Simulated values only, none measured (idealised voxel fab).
The name of this process module is voxel trench capacitor.
Cross-section cut: width 260 nm, square cells of 5 nm.
This document writes a cross-section as a grid whose cells are square, and gives it as bands, listed from the top down; one or more rows of cells form a band. Heights first: top, then bottom, in nm. Then materials, left to right, each with a width in nm. "all across" on a single material: fills the band edge to edge. "air": empty space. Heights are reckoned from 0. Under this level, the received wafer is all of one material. The bottommost band is open-ended downward, for example "0 nm and below". When a width is written as two numbers, as in "30 to 40", the first number is the width in the top row of cells of the band and the second is the width in its bottom row, and the width changes by the same amount from each row to the next. It should be understood that the words "nothing changed", when stated for a given step, signify that the cross-section underwent no change in any of its cells during that step. "Trapped void list": sealed empty spaces, 8 cells or more, no open way to top, listed width x height at distance, with distance from the left edge and width, height and distance in nm. On a step's line, text after the settings is the simulator commenting on that step. You can add "overlay nm" to a step's line. For a step with a mask, it describes how far the mask lay to the right of its planned position, and a negative number describes a lay to the left.
PLANNED PROCESS STEPS
1,RECEIVE | material Si
2,CONFORMAL_DEP | material SiN | thk nm 5
3,DIRECTIONAL_DEP | material aC | thk nm 15
4,PATTERN | tone open | mask id TRENCH | material resist | width nm 15 | pitch nm 40 | thk nm 35 | overlay nm 0
5,DIRECTIONAL_ETCH | etch materials aC | depth nm 15
6,STRIP | etch materials resist
7,DIRECTIONAL_ETCH | etch materials SiN | depth nm 5
8,DIRECTIONAL_ETCH | etch materials Si | depth nm 40
9,STRIP | etch materials aC
10,CONFORMAL_DEP | material Al2O3 | thk nm 5
11,FILL_DEP | material polySi | thk nm 5
12,CMP | height nm 5
THIS IS THE CROSS-SECTION OF THE WAFER AS WE RECEIVED IT, I.E. AFTER STEP 1
* 0 nm and below: Si all across
* Trapped void list: none
POST-MODULE CROSS-SECTION OF THE FIRST OF TWO WAFERS (RUN PER PLAN)
* 5 nm to 0 nm: 80 of SiN, then 5 of Al2O3, then 5 of polySi, then 5 of Al2O3, then 25 of SiN, then 5 of Al2O3, then 5 of polySi, then 5 of Al2O3, then 25 of SiN, then 5 of Al2O3, then 5 of polySi, then 5 of Al2O3, then 85 of SiN
* 0 nm to -35 nm: 80 of Si, then 5 of Al2O3, then 5 of polySi, then 5 of Al2O3, then 25 of Si, then 5 of Al2O3, then 5 of polySi, then 5 of Al2O3, then 25 of Si, then 5 of Al2O3, then 5 of polySi, then 5 of Al2O3, then 85 of Si
* -35 nm to -40 nm: 80 of Si, then 15 of Al2O3, then 25 of Si, then 15 of Al2O3, then 25 of Si, then 15 of Al2O3, then 85 of Si
* -40 nm and below: Si all across
* Trapped void list: none
CROSS-SECTIONAL VIEW: SECOND OF TWO WAFERS, END OF MODULE; START AND PLAN IDENTICAL TO THE FIRST, ONE MISTAKE IN RUNNING
* 5 nm to 0 nm: 80 of SiN, then 5 of Al2O3, then 5 of polySi, then 5 of Al2O3, then 25 of SiN, then 5 of Al2O3, then 5 of polySi, then 5 of Al2O3, then 25 of SiN, then 5 of Al2O3, then 5 of polySi, then 5 of Al2O3, then 85 of SiN
* 0 nm to -40 nm: 80 of Si, then 5 of Al2O3, then 5 of polySi, then 5 of Al2O3, then 25 of Si, then 5 of Al2O3, then 5 of polySi, then 5 of Al2O3, then 25 of Si, then 5 of Al2O3, then 5 of polySi, then 5 of Al2O3, then 85 of Si
* -40 nm to -45 nm: 80 of Si, then 15 of Al2O3, then 25 of Si, then 15 of Al2O3, then 25 of Si, then 15 of Al2O3, then 85 of Si
* -45 nm and below: Si all across
* Trapped void list: none
What went wrong in running the wafer? rather than as planned, step 8 actually ran as DIRECTIONAL_ETCH | etch materials Si | depth nm 45
Wafer comparison, final, in cells, second relative to first, materials more or fewer: 6 more of Al2O3 | 9 fewer of Si | 3 more of polySi
